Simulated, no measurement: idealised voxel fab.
process module | voxel transistor to metal
cross-section cut | 185 nm wide | cells 5 nm
A cross-section is a grid of square cells, given in bands from the top down. A band is one or more rows of cells.
Each band's line starts with the height of the band's top and of its bottom, in nm. Then come its materials from left to right, each with its width in nm. One material with "throughout" fills the band from edge to edge. "air" is empty space.
Height 0 is the level under which the wafer as received is all one material. The lowest band goes on downwards, as in "0 down".
A width such as "30 to 40" changes by the same amount from each row of cells to the next, from the band's top row to its bottom row.
"no change" after a step means that no cell of the cross-section changed.
closed voids: empty space of 8 cells or more with no open way to the top, each as width x height at its distance from the left edge, in nm
after a step's settings: what the simulator itself notes on the step
overlay nm, on a step with a mask: how far to the right of its planned place the mask lay; to the left if negative
plan
1 op RECEIVE | material Si
2 op OXIDIZE | depth nm 5
3 op CONFORMAL_DEP | material SiN | thk nm 10
4 op DIRECTIONAL_DEP | material aC | thk nm 10
5 op PATTERN | tone cover | mask id ACTIVE | material resist | width nm 105 | thk nm 25 | overlay nm 0
6 op DIRECTIONAL_ETCH | etch materials aC | depth nm 10
7 op STRIP | etch materials resist
8 op DIRECTIONAL_ETCH | etch materials SiN | depth nm 10
9 op DIRECTIONAL_ETCH | etch materials SiO2 | depth nm 5
10 op DIRECTIONAL_ETCH | etch materials Si | depth nm 35
11 op STRIP | etch materials aC
12 op OXIDIZE | depth nm 5
13 op FILL_DEP | material SiO2 | thk nm 5
14 op CMP | height nm 10
15 op SELECTIVE_ETCH | etch materials SiO2 | depth nm 5
16 op STRIP | etch materials SiN
17 op SELECTIVE_ETCH | etch materials SiO2 | depth nm 5
18 op OXIDIZE | depth nm 5
19 op DIRECTIONAL_DEP | material polySi | thk nm 30
20 op DIRECTIONAL_DEP | material SiCN | thk nm 10
21 op PATTERN | tone cover | mask id GATE | material resist | width nm 25 | thk nm 20 | overlay nm 0
22 op DIRECTIONAL_ETCH | etch materials SiCN | depth nm 20
23 op DIRECTIONAL_ETCH | etch materials polySi | depth nm 40
24 op STRIP | etch materials resist
25 op CONFORMAL_DEP | material SiO2 | thk nm 5
26 op DIRECTIONAL_ETCH | etch materials SiO2 | depth nm 5
27 op CONFORMAL_DEP | material SiN | thk nm 5
28 op DIRECTIONAL_ETCH | etch materials SiN | depth nm 5
29 op DIRECTIONAL_ETCH | etch materials SiO2 | depth nm 5
30 op DIRECTIONAL_ETCH | etch materials Si | depth nm 10
31 op EPI | material nSi | thk nm 10
32 op FILL_DEP | material SiO2 | thk nm 10
33 op CMP | height nm 35
34 op DIRECTIONAL_DEP | material SiO2 | thk nm 15
35 op PATTERN | tone open | mask id CONTACT | material resist | width nm 20 | pitch nm 75 | thk nm 15 | overlay nm 0
36 op DIRECTIONAL_ETCH | etch materials SiO2 | depth nm 60
37 op STRIP | etch materials resist
38 op CONFORMAL_DEP | material TiN | thk nm 5
39 op FILL_DEP | material Ru | thk nm 5
40 op CMP | height nm 50
41 op DIRECTIONAL_DEP | material TiN | thk nm 5
42 op DIRECTIONAL_DEP | material W | thk nm 15
43 op DIRECTIONAL_DEP | material aC | thk nm 15
44 op PATTERN | tone cover | mask id METAL_1 | material resist | width nm 20 | pitch nm 75 | thk nm 35 | overlay nm 0
45 op DIRECTIONAL_ETCH | etch materials aC | depth nm 15
46 op STRIP | etch materials resist
47 op DIRECTIONAL_ETCH | etch materials W | depth nm 15
48 op DIRECTIONAL_ETCH | etch materials TiN | depth nm 5
49 op STRIP | etch materials aC
50 op CONFORMAL_DEP | material SiN | thk nm 5
51 op FILL_DEP | material lowk | thk nm 10
52 op CMP | height nm 70
53 op CONFORMAL_DEP | material SiCN | thk nm 5
54 op DIRECTIONAL_DEP | material SiO2 | thk nm 35
55 op MASKED_ETCH | tone open | mask id METAL_2 | width nm 20 | pitch nm 75 | etch materials SiO2 | depth nm 20 | overlay nm 0
56 op MASKED_ETCH | tone open | mask id METAL_2_HOLES | width nm 15 | pitch nm 75 | etch materials SiO2 | depth nm 15 | overlay nm 0
57 op MASKED_ETCH | tone open | mask id METAL_2_HOLES | width nm 15 | pitch nm 75 | etch materials SiCN | depth nm 5 | overlay nm 0
58 op CONFORMAL_DEP | material TiN | thk nm 5
59 op FILL_DEP | material Ru | thk nm 5
60 op CMP | height nm 110
61 op CONFORMAL_DEP | material SiN | thk nm 5
as received, after step 1
  0 down: Si throughout
  closed voids: none
first wafer at the end, as planned
  115 to 110: SiN throughout
  110 to 95: SiO2 45 | TiN 5 | Ru 10 | TiN 5 | SiO2 55 | TiN 5 | Ru 10 | TiN 5 | SiO2 45
  95 to 90: SiO2 45 | TiN 5 | Ru 5 | TiN 10 | SiO2 55 | TiN 5 | Ru 5 | TiN 10 | SiO2 45
  90 to 75: SiO2 45 | TiN 5 | Ru 5 | TiN 5 | SiO2 60 | TiN 5 | Ru 5 | TiN 5 | SiO2 50
  75 to 70: SiCN 45 | TiN 15 | SiCN 60 | TiN 15 | SiCN 50
  70 to 55: lowk 40 | SiN 5 | W 20 | SiN 5 | lowk 45 | SiN 5 | W 20 | SiN 5 | lowk 40
  55 to 50: SiN 45 | TiN 20 | SiN 55 | TiN 20 | SiN 45
  50 to 35: SiO2 45 | TiN 5 | Ru 10 | TiN 5 | SiO2 55 | TiN 5 | Ru 10 | TiN 5 | SiO2 45
  35 to 25: SiO2 45 | TiN 5 | Ru 10 | TiN 5 | SiO2 5 | SiN 5 | SiO2 5 | SiCN 25 | SiO2 5 | SiN 5 | SiO2 5 | TiN 5 | Ru 10 | TiN 5 | SiO2 45
  25 to 5: SiO2 45 | TiN 5 | Ru 10 | TiN 5 | SiO2 5 | SiN 5 | SiO2 5 | polySi 25 | SiO2 5 | SiN 5 | SiO2 5 | TiN 5 | Ru 10 | TiN 5 | SiO2 45
  5 to 0: SiO2 45 | TiN 5 | Ru 5 | TiN 10 | SiO2 5 | SiN 5 | SiO2 5 | polySi 25 | SiO2 5 | SiN 5 | SiO2 5 | TiN 10 | Ru 5 | TiN 5 | SiO2 45
  0 to -5: SiO2 40 | SiN 5 | TiN 5 | Ru 5 | TiN 5 | nSi 10 | SiN 5 | SiO2 5 | polySi 25 | SiO2 5 | SiN 5 | nSi 10 | TiN 5 | Ru 5 | TiN 5 | SiN 5 | SiO2 40
  -5 to -10: SiO2 45 | TiN 15 | nSi 10 | SiO2 45 | nSi 10 | TiN 15 | SiO2 45
  -10 to -20: SiO2 45 | nSi 25 | Si 45 | nSi 25 | SiO2 45
  -20 to -45: SiO2 45 | Si 95 | SiO2 45
  -45 down: Si throughout
  closed voids: none
second wafer at the end: like start, like plan, one mistake
  115 to 110: SiN throughout
  110 to 95: SiO2 45 | TiN 5 | SiN 10 | TiN 5 | SiO2 55 | TiN 5 | SiN 10 | TiN 5 | SiO2 45
  95 to 90: SiO2 45 | TiN 5 | SiN 5 | TiN 10 | SiO2 55 | TiN 5 | SiN 5 | TiN 10 | SiO2 45
  90 to 75: SiO2 45 | TiN 5 | SiN 5 | TiN 5 | SiO2 60 | TiN 5 | SiN 5 | TiN 5 | SiO2 50
  75 to 70: SiCN 45 | TiN 15 | SiCN 60 | TiN 15 | SiCN 50
  70 to 55: lowk 40 | SiN 5 | W 20 | SiN 5 | lowk 45 | SiN 5 | W 20 | SiN 5 | lowk 40
  55 to 50: SiN 45 | TiN 20 | SiN 55 | TiN 20 | SiN 45
  50 to 35: SiO2 45 | TiN 5 | Ru 10 | TiN 5 | SiO2 55 | TiN 5 | Ru 10 | TiN 5 | SiO2 45
  35 to 25: SiO2 45 | TiN 5 | Ru 10 | TiN 5 | SiO2 5 | SiN 5 | SiO2 5 | SiCN 25 | SiO2 5 | SiN 5 | SiO2 5 | TiN 5 | Ru 10 | TiN 5 | SiO2 45
  25 to 5: SiO2 45 | TiN 5 | Ru 10 | TiN 5 | SiO2 5 | SiN 5 | SiO2 5 | polySi 25 | SiO2 5 | SiN 5 | SiO2 5 | TiN 5 | Ru 10 | TiN 5 | SiO2 45
  5 to 0: SiO2 45 | TiN 5 | Ru 5 | TiN 10 | SiO2 5 | SiN 5 | SiO2 5 | polySi 25 | SiO2 5 | SiN 5 | SiO2 5 | TiN 10 | Ru 5 | TiN 5 | SiO2 45
  0 to -5: SiO2 40 | SiN 5 | TiN 5 | Ru 5 | TiN 5 | nSi 10 | SiN 5 | SiO2 5 | polySi 25 | SiO2 5 | SiN 5 | nSi 10 | TiN 5 | Ru 5 | TiN 5 | SiN 5 | SiO2 40
  -5 to -10: SiO2 45 | TiN 15 | nSi 10 | SiO2 45 | nSi 10 | TiN 15 | SiO2 45
  -10 to -20: SiO2 45 | nSi 25 | Si 45 | nSi 25 | SiO2 45
  -20 to -45: SiO2 45 | Si 95 | SiO2 45
  -45 down: Si throughout
  closed voids: none
what went wrong: step 59 ran as: op FILL_DEP | material SiN | thk nm 5
at the end the second wafer has, in cells: 20 fewer of Ru | 20 more of SiN
